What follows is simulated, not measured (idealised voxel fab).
Documented hereafter: the process module known as voxel lift off.
cross-section cut | 230 nm wide | cells 5 nm
The cross-sections in this document take the form of a grid made of square cells. They are written out as bands, in order from top to bottom. Each band consists of one or more rows of cells.
This entry defines a band. It first specifies the height of the band's top and the height of its bottom in nm, and then specifies the band's materials from left to right, stating each material with its width in nm. The word "full width" identifies a single material that fills the band from edge to edge, while the word "air" identifies empty space.
Convention: height 0 is the level below which the wafer, as received, is all one material. The lowest band does not terminate at the bottom but continues downward, represented as "0..down".
Graded width ("30->40"): value in top row of band = first number; value in bottom row = second number; row-to-row change constant.
Basically "remained unchanged" means that step didn't change any cell in the cross-section.
Closed empty spaces (no open way to the top) of 8 cells or more are what "Listed closed voids" lists, each as width x height at distance from the left edge, nm for all three.
It should be noted that, on the line of a given step, the content following the step's settings is a remark produced by the simulator itself with respect to that step.
The optional step-line setting "overlay nm" applies to steps with a mask and quantifies how far to the right of its planned location the mask lay, a negative value indicating leftward placement.
[The steps planned for the process are as follows]
1: RECEIVE [material Si]
2: CONFORMAL_DEP [material SiO2] [thk nm 10]
3: PATTERN [tone open] [mask id LINES] [material resist] [width nm 20] [pitch nm 35] [thk nm 20] [overlay nm 0]
4: DIRECTIONAL_DEP [material Ru] [thk nm 5]
5: STRIP [etch materials resist]
6: CONFORMAL_DEP [material SiO2] [thk nm 5]
[Cross-section of the wafer as it came to us, i.e., already through step 1]
    0..down | Si full width
    Listed closed voids: none
[First of two wafers, end-of-module section, run followed plan]
    20..15 | air 45 nm, SiO2 30 nm, air 5 nm, SiO2 30 nm, air 5 nm, SiO2 30 nm, air 5 nm, SiO2 30 nm, air 50 nm
    15..10 | SiO2 50 nm, Ru 20 nm, SiO2 15 nm, Ru 20 nm, SiO2 15 nm, Ru 20 nm, SiO2 15 nm, Ru 20 nm, SiO2 55 nm
    10..0 | SiO2 full width
    0..down | Si full width
    Listed closed voids: none
[What the second wafer looks like in cross-section once the module is done. Its start and its plan matched the first wafer's exactly; what differed was one mistake in how it was run]
    20..15 | SiO2 55 nm, air 10 nm, SiO2 25 nm, air 10 nm, SiO2 25 nm, air 10 nm, SiO2 25 nm, air 10 nm, SiO2 60 nm
    15..10 | Ru 50 nm, SiO2 20 nm, Ru 15 nm, SiO2 20 nm, Ru 15 nm, SiO2 20 nm, Ru 15 nm, SiO2 20 nm, Ru 55 nm
    10..0 | SiO2 full width
    0..down | Si full width
    Listed closed voids: none
Deviation from plan: step 3 was run on a setting that differed from the plan, and what really ran there is PATTERN [tone cover] [mask id LINES] [material resist] [width nm 20] [pitch nm 35] [thk nm 20] [overlay nm 0]
Count the cells at the end and the second wafer has more or fewer of some materials than the first: Ru +14
